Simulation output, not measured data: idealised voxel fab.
The following process module bears the name voxel capacitor over wiring.
Section cut is 165 nm wide and gridded with 5 nm square cells.
Cross-sections here: square-cell grids, written as top-down lists of bands, a band being one or more rows of cells.
In this notation a band is specified by the heights of its top and bottom, in that order and in nm, after which its materials appear from left to right, each paired with its width in nm. The word "everywhere" attached to a single material means that material fills the band from edge to edge; the word "empty" stands for empty space.
We count height from 0. Below that, the starting wafer is all one material. The lowest band never ends at the bottom but goes on down; see "z 0 and below" for how that is written.
A width such as "30->40" changes by the same amount from each row of cells to the next, from the band's top row to its bottom row.
"remains unaltered" after a step means that no cell of the cross-section changed.
"Enclosed internal cavities" contains a list of empty spaces, each no smaller than 8 cells and without an open way to the top, written in the form width x height at distance with the distance from the left edge and all three in nm.
Heads up: the bit after the settings on a step's line is the simulator's remark on that step.
If you see "overlay nm" on a step's line and that step has a mask, it's telling you how far right of where it was planned the mask ended up; a negative number means it went left instead.
[Steps in the process plan]
step 1: RECEIVE, material Si
step 2: CONFORMAL_DEP, material SiO2, thk nm 15
step 3: CONFORMAL_DEP, material SiN, thk nm 5
step 4: DIRECTIONAL_DEP, material SiO2, thk nm 25
step 5: PATTERN, tone open, mask id METAL_1, material resist, width nm 20, pitch nm 75, thk nm 20, overlay nm 0
step 6: DIRECTIONAL_ETCH, etch materials SiO2, depth nm 25
step 7: DIRECTIONAL_ETCH, etch materials SiN, depth nm 5
step 8: STRIP, etch materials resist
step 9: CONFORMAL_DEP, material TiN, thk nm 5
step 10: FILL_DEP, material Ru, thk nm 5
step 11: CMP, height nm 45
step 12: EPI, material Ru, thk nm 5
step 13: FILL_DEP, material SiCN, thk nm 5
step 14: DIRECTIONAL_DEP, material SiO2, thk nm 20
step 15: MASKED_ETCH, tone open, mask id PLUG_1, width nm 15, etch materials SiO2, depth nm 20, overlay nm 0
step 16: MASKED_ETCH, tone open, mask id PLUG_1, width nm 15, etch materials SiCN, depth nm 5, overlay nm 0
step 17: EPI, material Ru, thk nm 10
step 18: EPI, material Ru, thk nm 10
step 19: EPI, material Ru, thk nm 5
step 20: DIRECTIONAL_DEP, material TiN, thk nm 5
step 21: DIRECTIONAL_DEP, material SiN, thk nm 5
step 22: DIRECTIONAL_DEP, material TiN, thk nm 5
step 23: DIRECTIONAL_DEP, material aC, thk nm 15
step 24: PATTERN, tone cover, mask id UPPER_PLATE, material resist, width nm 60, thk nm 30, overlay nm 0
step 25: DIRECTIONAL_ETCH, etch materials aC, depth nm 15
step 26: STRIP, etch materials resist
step 27: DIRECTIONAL_ETCH, etch materials TiN, depth nm 5
step 28: DIRECTIONAL_ETCH, etch materials SiN, depth nm 5
step 29: STRIP, etch materials aC
step 30: MASKED_ETCH, tone cover, mask id LOWER_PLATE, width nm 70, etch materials TiN, depth nm 5, overlay nm 0
step 31: FILL_DEP, material SiO2, thk nm 20
step 32: CMP, height nm 105
step 33: DIRECTIONAL_DEP, material aC, thk nm 15
step 34: PATTERN, tone open, mask id PLUG_2, material resist, width nm 15, thk nm 35, overlay nm 0
step 35: DIRECTIONAL_ETCH, etch materials aC, depth nm 15
step 36: STRIP, etch materials resist
step 37: DIRECTIONAL_ETCH, etch materials SiO2, depth nm 15
step 38: STRIP, etch materials aC
step 39: CONFORMAL_DEP, material TiN, thk nm 5
step 40: FILL_DEP, material Ru, thk nm 5
step 41: CMP, height nm 105
step 42: CONFORMAL_DEP, material SiN, thk nm 5
[First out of two wafers; run went to plan]
[Cross-section, incoming material, after step 1]
  z 0 and below: Si everywhere
  Enclosed internal cavities: none
[Once step 2 is through, the wafer looks like this in cross-section]
  z 15 to 0: SiO2 everywhere
  Anything lower than 0 is untouched.
[Once step 3 is through, the wafer looks like this in cross-section]
  z 20 to 15: SiN everywhere
  Anything lower than 15 is untouched.
[Once step 4 is through, the wafer looks like this in cross-section]
  z 45 to 20: SiO2 everywhere
  Anything lower than 20 is untouched.
[Once step 5 is through, the wafer looks like this in cross-section]
  z 65 to 45: 35 resist  20 empty  55 resist  20 empty  35 resist
  Anything lower than 45 is untouched.
[Once step 6 is through, the wafer looks like this in cross-section]
  z 65 to 45: 35 resist  20 empty  55 resist  20 empty  35 resist
  z 45 to 20: 35 SiO2  20 empty  55 SiO2  20 empty  35 SiO2
  Anything lower than 20 is untouched.
[Once step 7 is through, the wafer looks like this in cross-section]
  z 65 to 45: 35 resist  20 empty  55 resist  20 empty  35 resist
  z 45 to 20: 35 SiO2  20 empty  55 SiO2  20 empty  35 SiO2
  z 20 to 15: 35 SiN  20 empty  55 SiN  20 empty  35 SiN
  Anything lower than 15 is untouched.
[Once step 8 is through, the wafer looks like this in cross-section]
  z 45 to 20: 35 SiO2  20 empty  55 SiO2  20 empty  35 SiO2
  Anything lower than 20 is untouched.
[Once step 9 is through, the wafer looks like this in cross-section]
  z 50 to 45: 40 TiN  10 empty  65 TiN  10 empty  40 TiN
  z 45 to 20: 35 SiO2  5 TiN  10 empty  5 TiN  55 SiO2  5 TiN  10 empty  5 TiN  35 SiO2
  z 20 to 15: 35 SiN  20 TiN  55 SiN  20 TiN  35 SiN
  Anything lower than 15 is untouched.
[Once step 10 is through, the wafer looks like this in cross-section]
  z 55 to 50: Ru everywhere
  z 50 to 45: 40 TiN  10 Ru  65 TiN  10 Ru  40 TiN
  z 45 to 20: 35 SiO2  5 TiN  10 Ru  5 TiN  55 SiO2  5 TiN  10 Ru  5 TiN  35 SiO2
  Anything lower than 20 is untouched.
[Once step 11 is through, the wafer looks like this in cross-section]
  z 45 to 20: 35 SiO2  5 TiN  10 Ru  5 TiN  55 SiO2  5 TiN  10 Ru  5 TiN  35 SiO2
  Anything lower than 20 is untouched.
[Once step 12 is through, the wafer looks like this in cross-section]
  z 50 to 45: 30 empty  30 Ru  45 empty  30 Ru  30 empty
  Anything lower than 45 is untouched.
[Once step 13 is through, the wafer looks like this in cross-section]
  z 55 to 50: SiCN everywhere
  z 50 to 45: 30 SiCN  30 Ru  45 SiCN  30 Ru  30 SiCN
  Anything lower than 45 is untouched.
[Once step 14 is through, the wafer looks like this in cross-section]
  z 75 to 55: SiO2 everywhere
  Anything lower than 55 is untouched.
[Once step 15 is through, the wafer looks like this in cross-section]
  z 75 to 55: 40 SiO2  15 empty  110 SiO2
  Anything lower than 55 is untouched.
[Once step 16 is through, the wafer looks like this in cross-section]
  z 75 to 55: 40 SiO2  15 empty  110 SiO2
  z 55 to 50: 40 SiCN  15 empty  110 SiCN
  Anything lower than 50 is untouched.
[Once step 17 is through, the wafer looks like this in cross-section]
  z 75 to 60: 40 SiO2  15 empty  110 SiO2
  z 60 to 55: 40 SiO2  15 Ru  110 SiO2
  z 55 to 50: 40 SiCN  15 Ru  110 SiCN
  Anything lower than 50 is untouched.
[Once step 18 is through, the wafer looks like this in cross-section]
  z 75 to 70: 40 SiO2  15 empty  110 SiO2
  z 70 to 55: 40 SiO2  15 Ru  110 SiO2
  Anything lower than 55 is untouched.
[Once step 19 is through, the wafer looks like this in cross-section]
  z 75 to 55: 40 SiO2  15 Ru  110 SiO2
  Anything lower than 55 is untouched.
[Once step 20 is through, the wafer looks like this in cross-section]
  z 80 to 75: TiN everywhere
  Anything lower than 75 is untouched.
[Once step 21 is through, the wafer looks like this in cross-section]
  z 85 to 80: SiN everywhere
  Anything lower than 80 is untouched.
[Once step 22 is through, the wafer looks like this in cross-section]
  z 90 to 85: TiN everywhere
  Anything lower than 85 is untouched.
[Once step 23 is through, the wafer looks like this in cross-section]
  z 105 to 90: aC everywhere
  Anything lower than 90 is untouched.
[Once step 24 is through, the wafer looks like this in cross-section]
  z 135 to 105: 40 empty  60 resist  65 empty
  Anything lower than 105 is untouched.
[Once step 25 is through, the wafer looks like this in cross-section]
  z 120 to 105: 40 empty  60 resist  65 empty
  z 105 to 90: 40 empty  60 aC  65 empty
  Anything lower than 90 is untouched.
[Once step 26 is through, the wafer looks like this in cross-section]
  z 105 to 90: 40 empty  60 aC  65 empty
  Anything lower than 90 is untouched.
[Once step 27 is through, the wafer looks like this in cross-section]
  z 105 to 90: 40 empty  60 aC  65 empty
  z 90 to 85: 40 empty  60 TiN  65 empty
  Anything lower than 85 is untouched.
[Once step 28 is through, the wafer looks like this in cross-section]
  z 105 to 90: 40 empty  60 aC  65 empty
  z 90 to 85: 40 empty  60 TiN  65 empty
  z 85 to 80: 40 empty  60 SiN  65 empty
  Anything lower than 80 is untouched.
[Once step 29 is through, the wafer looks like this in cross-section]
  z 90 to 85: 40 empty  60 TiN  65 empty
  Anything lower than 85 is untouched.
[Once step 30 is through, the wafer looks like this in cross-section]
  z 90 to 85: 40 empty  60 TiN  65 empty
  z 85 to 80: 40 empty  60 SiN  65 empty
  z 80 to 75: 35 empty  70 TiN  60 empty
  Anything lower than 75 is untouched.
[Once step 31 is through, the wafer looks like this in cross-section]
  z 110 to 90: SiO2 everywhere
  z 90 to 85: 40 SiO2  60 TiN  65 SiO2
  z 85 to 80: 40 SiO2  60 SiN  65 SiO2
  z 80 to 75: 35 SiO2  70 TiN  60 SiO2
  Anything lower than 75 is untouched.
[Once step 32 is through, the wafer looks like this in cross-section]
  z 105 to 90: SiO2 everywhere
  Anything lower than 90 is untouched.
[Once step 33 is through, the wafer looks like this in cross-section]
  z 120 to 105: aC everywhere
  Anything lower than 105 is untouched.
[Once step 34 is through, the wafer looks like this in cross-section]
  z 155 to 120: 50 resist  15 empty  100 resist
  Anything lower than 120 is untouched.
[Once step 35 is through, the wafer looks like this in cross-section]
  z 140 to 120: 50 resist  15 empty  100 resist
  z 120 to 105: 50 aC  15 empty  100 aC
  Anything lower than 105 is untouched.
[Once step 36 is through, the wafer looks like this in cross-section]
  z 120 to 105: 50 aC  15 empty  100 aC
  Anything lower than 105 is untouched.
[Once step 37 is through, the wafer looks like this in cross-section]
  z 120 to 105: 50 aC  15 empty  100 aC
  z 105 to 90: 50 SiO2  15 empty  100 SiO2
  Anything lower than 90 is untouched.
[Once step 38 is through, the wafer looks like this in cross-section]
  z 105 to 90: 50 SiO2  15 empty  100 SiO2
  Anything lower than 90 is untouched.
[Once step 39 is through, the wafer looks like this in cross-section]
  z 110 to 105: 55 TiN  5 empty  105 TiN
  z 105 to 95: 50 SiO2  5 TiN  5 empty  5 TiN  100 SiO2
  z 95 to 85: 50->40 SiO2  15->60 TiN  100->65 SiO2
  Anything lower than 85 is untouched.
[Once step 40 is through, the wafer looks like this in cross-section]
  z 115 to 110: Ru everywhere
  z 110 to 105: 55 TiN  5 Ru  105 TiN
  z 105 to 95: 50 SiO2  5 TiN  5 Ru  5 TiN  100 SiO2
  Anything lower than 95 is untouched.
[Once step 41 is through, the wafer looks like this in cross-section]
  z 105 to 95: 50 SiO2  5 TiN  5 Ru  5 TiN  100 SiO2
  Anything lower than 95 is untouched.
[Once step 42 is through, the wafer looks like this in cross-section]
  z 110 to 105: SiN everywhere
  Anything lower than 105 is untouched.
[Wafer two. Same start, same plan, one slip in execution. Same as wafer one through step 40, inclusive]
[Second wafer profile in section, at the moment step 41 of the plan was meant to be complete]
  z 100 to 95: 50 SiO2  5 TiN  5 Ru  5 TiN  100 SiO2
  Anything lower than 95 is untouched.
[Second wafer profile in section, at the moment step 42 of the plan was meant to be complete]
  z 105 to 100: SiN everywhere
  Anything lower than 100 is untouched.
What went wrong in running the wafer? in deviation from the planned setting, step 41 was conducted as CMP, height nm 100
Final tally in cells, some materials are higher or lower on the second wafer than on the first: -1 Ru | -30 SiO2 | -2 TiN
